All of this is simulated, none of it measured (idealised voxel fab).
A process module follows: voxel trench capacitor.
FYI the section here is cut, 210 nm wide, cells are 5 nm squares.
Cross-section spec: square-cell grid; bands listed top down; each band is one or more rows.
Top height, bottom height, nm. Materials left to right, width each, nm. Single material + "everywhere" = fills band edge to edge. "air" = empty.
Height is counted from the level 0, under which the received wafer is composed throughout of one material. The lowest of the bands is not closed at the bottom but continues downward, in the notation "top 0, no bottom".
Top row gets the first number, bottom row gets the second, and each row in between changes by the same step: that is how a band width like "30->40" works.
Basically "stayed the same" means that step didn't change any cell in the cross-section.
The label "Closed internal voids" introduces a list of the empty spaces, 8 cells or larger, that have no open way up to the top; each entry in it reads width x height at distance, where the distance is taken from the left edge and all three are stated in nm.
Past the settings on a step's line: simulator remark, on that step.
The optional step-line setting "overlay nm" applies to steps with a mask and quantifies how far to the right of its planned location the mask lay, a negative value indicating leftward placement.

**Planned step list for the process**
1) RECEIVE [material Si]
2) CONFORMAL_DEP [material SiN] [thk nm 5]
3) MASKED_ETCH [tone open] [mask id TRENCH] [width nm 30] [pitch nm 60] [etch materials SiN] [depth nm 5] [overlay nm 0]
4) MASKED_ETCH [tone open] [mask id TRENCH] [width nm 30] [pitch nm 60] [etch materials Si] [depth nm 30] [overlay nm 0]
5) CONFORMAL_DEP [material Al2O3] [thk nm 5]
6) CONFORMAL_DEP [material TiN] [thk nm 5]
7) FILL_DEP [material W] [thk nm 10]
8) CMP [height nm 5]

**First of the two wafers, run per plan**

**Received-state cross-section, reflecting completion of step 1**
  top 0, no bottom = Si everywhere
  Closed internal voids: none

**How the wafer stands in section after step 2**
  top 5, bottom 0 = SiN everywhere
  Under the height 0 nothing was changed.

**How the wafer stands in section after step 3**
  top 5, bottom 0 = 30 of SiN | 30 of air | 30 of SiN | 30 of air | 30 of SiN | 30 of air | 30 of SiN
  Under the height 0 nothing was changed.

**How the wafer stands in section after step 4**
  top 5, bottom 0 = 30 of SiN | 30 of air | 30 of SiN | 30 of air | 30 of SiN | 30 of air | 30 of SiN
  top 0, bottom -30 = 30 of Si | 30 of air | 30 of Si | 30 of air | 30 of Si | 30 of air | 30 of Si
  Under the height -30 nothing was changed.

**How the wafer stands in section after step 5**
  top 10, bottom 5 = 35 of Al2O3 | 20 of air | 40 of Al2O3 | 20 of air | 40 of Al2O3 | 20 of air | 35 of Al2O3
  top 5, bottom 0 = 30 of SiN | 5 of Al2O3 | 20 of air | 5 of Al2O3 | 30 of SiN | 5 of Al2O3 | 20 of air | 5 of Al2O3 | 30 of SiN | 5 of Al2O3 | 20 of air | 5 of Al2O3 | 30 of SiN
  top 0, bottom -25 = 30 of Si | 5 of Al2O3 | 20 of air | 5 of Al2O3 | 30 of Si | 5 of Al2O3 | 20 of air | 5 of Al2O3 | 30 of Si | 5 of Al2O3 | 20 of air | 5 of Al2O3 | 30 of Si
  top -25, bottom -30 = 30 of Si | 30 of Al2O3 | 30 of Si | 30 of Al2O3 | 30 of Si | 30 of Al2O3 | 30 of Si
  Under the height -30 nothing was changed.

**How the wafer stands in section after step 6**
  top 15, bottom 10 = 40 of TiN | 10 of air | 50 of TiN | 10 of air | 50 of TiN | 10 of air | 40 of TiN
  top 10, bottom 5 = 35 of Al2O3 | 5 of TiN | 10 of air | 5 of TiN | 40 of Al2O3 | 5 of TiN | 10 of air | 5 of TiN | 40 of Al2O3 | 5 of TiN | 10 of air | 5 of TiN | 35 of Al2O3
  top 5, bottom 0 = 30 of SiN | 5 of Al2O3 | 5 of TiN | 10 of air | 5 of TiN | 5 of Al2O3 | 30 of SiN | 5 of Al2O3 | 5 of TiN | 10 of air | 5 of TiN | 5 of Al2O3 | 30 of SiN | 5 of Al2O3 | 5 of TiN | 10 of air | 5 of TiN | 5 of Al2O3 | 30 of SiN
  top 0, bottom -20 = 30 of Si | 5 of Al2O3 | 5 of TiN | 10 of air | 5 of TiN | 5 of Al2O3 | 30 of Si | 5 of Al2O3 | 5 of TiN | 10 of air | 5 of TiN | 5 of Al2O3 | 30 of Si | 5 of Al2O3 | 5 of TiN | 10 of air | 5 of TiN | 5 of Al2O3 | 30 of Si
  top -20, bottom -25 = 30 of Si | 5 of Al2O3 | 20 of TiN | 5 of Al2O3 | 30 of Si | 5 of Al2O3 | 20 of TiN | 5 of Al2O3 | 30 of Si | 5 of Al2O3 | 20 of TiN | 5 of Al2O3 | 30 of Si
  Under the height -25 nothing was changed.

**How the wafer stands in section after step 7**
  top 25, bottom 15 = W everywhere
  top 15, bottom 10 = 40 of TiN | 10 of W | 50 of TiN | 10 of W | 50 of TiN | 10 of W | 40 of TiN
  top 10, bottom 5 = 35 of Al2O3 | 5 of TiN | 10 of W | 5 of TiN | 40 of Al2O3 | 5 of TiN | 10 of W | 5 of TiN | 40 of Al2O3 | 5 of TiN | 10 of W | 5 of TiN | 35 of Al2O3
  top 5, bottom 0 = 30 of SiN | 5 of Al2O3 | 5 of TiN | 10 of W | 5 of TiN | 5 of Al2O3 | 30 of SiN | 5 of Al2O3 | 5 of TiN | 10 of W | 5 of TiN | 5 of Al2O3 | 30 of SiN | 5 of Al2O3 | 5 of TiN | 10 of W | 5 of TiN | 5 of Al2O3 | 30 of SiN
  top 0, bottom -20 = 30 of Si | 5 of Al2O3 | 5 of TiN | 10 of W | 5 of TiN | 5 of Al2O3 | 30 of Si | 5 of Al2O3 | 5 of TiN | 10 of W | 5 of TiN | 5 of Al2O3 | 30 of Si | 5 of Al2O3 | 5 of TiN | 10 of W | 5 of TiN | 5 of Al2O3 | 30 of Si
  Under the height -20 nothing was changed.

**How the wafer stands in section after step 8**
  top 5, bottom 0 = 30 of SiN | 5 of Al2O3 | 5 of TiN | 10 of W | 5 of TiN | 5 of Al2O3 | 30 of SiN | 5 of Al2O3 | 5 of TiN | 10 of W | 5 of TiN | 5 of Al2O3 | 30 of SiN | 5 of Al2O3 | 5 of TiN | 10 of W | 5 of TiN | 5 of Al2O3 | 30 of SiN
  Under the height 0 nothing was changed.

**Companion wafer, the second of two: same beginning, same intended sequence, one mistake in carrying it out; through step 4 inclusive it tracks the first exactly**

**when step 5 should have ended**
  top 10, bottom 5 = 35 of TiN | 20 of air | 40 of TiN | 20 of air | 40 of TiN | 20 of air | 35 of TiN
  top 5, bottom 0 = 30 of SiN | 5 of TiN | 20 of air | 5 of TiN | 30 of SiN | 5 of TiN | 20 of air | 5 of TiN | 30 of SiN | 5 of TiN | 20 of air | 5 of TiN | 30 of SiN
  top 0, bottom -25 = 30 of Si | 5 of TiN | 20 of air | 5 of TiN | 30 of Si | 5 of TiN | 20 of air | 5 of TiN | 30 of Si | 5 of TiN | 20 of air | 5 of TiN | 30 of Si
  top -25, bottom -30 = 30 of Si | 30 of TiN | 30 of Si | 30 of TiN | 30 of Si | 30 of TiN | 30 of Si
  Under the height -30 nothing was changed.

**when step 6 should have ended**
  top 15, bottom 5 = 40 of TiN | 10 of air | 50 of TiN | 10 of air | 50 of TiN | 10 of air | 40 of TiN
  top 5, bottom 0 = 30 of SiN | 10 of TiN | 10 of air | 10 of TiN | 30 of SiN | 10 of TiN | 10 of air | 10 of TiN | 30 of SiN | 10 of TiN | 10 of air | 10 of TiN | 30 of SiN
  top 0, bottom -20 = 30 of Si | 10 of TiN | 10 of air | 10 of TiN | 30 of Si | 10 of TiN | 10 of air | 10 of TiN | 30 of Si | 10 of TiN | 10 of air | 10 of TiN | 30 of Si
  top -20, bottom -30 = 30 of Si | 30 of TiN | 30 of Si | 30 of TiN | 30 of Si | 30 of TiN | 30 of Si
  Under the height -30 nothing was changed.

**when step 7 should have ended**
  top 25, bottom 15 = W everywhere
  top 15, bottom 5 = 40 of TiN | 10 of W | 50 of TiN | 10 of W | 50 of TiN | 10 of W | 40 of TiN
  top 5, bottom 0 = 30 of SiN | 10 of TiN | 10 of W | 10 of TiN | 30 of SiN | 10 of TiN | 10 of W | 10 of TiN | 30 of SiN | 10 of TiN | 10 of W | 10 of TiN | 30 of SiN
  top 0, bottom -20 = 30 of Si | 10 of TiN | 10 of W | 10 of TiN | 30 of Si | 10 of TiN | 10 of W | 10 of TiN | 30 of Si | 10 of TiN | 10 of W | 10 of TiN | 30 of Si
  Under the height -20 nothing was changed.

**when step 8 should have ended**
  top 5, bottom 0 = 30 of SiN | 10 of TiN | 10 of W | 10 of TiN | 30 of SiN | 10 of TiN | 10 of W | 10 of TiN | 30 of SiN | 10 of TiN | 10 of W | 10 of TiN | 30 of SiN
  Under the height 0 nothing was changed.
So what did we get wrong on this run? step 5: run off-plan, actual operation and settings CONFORMAL_DEP [material TiN] [thk nm 5]
Wrapping up, a cell-based count of both wafers puts the second over or under the first for these materials: 54 fewer of Al2O3; 54 more of TiN
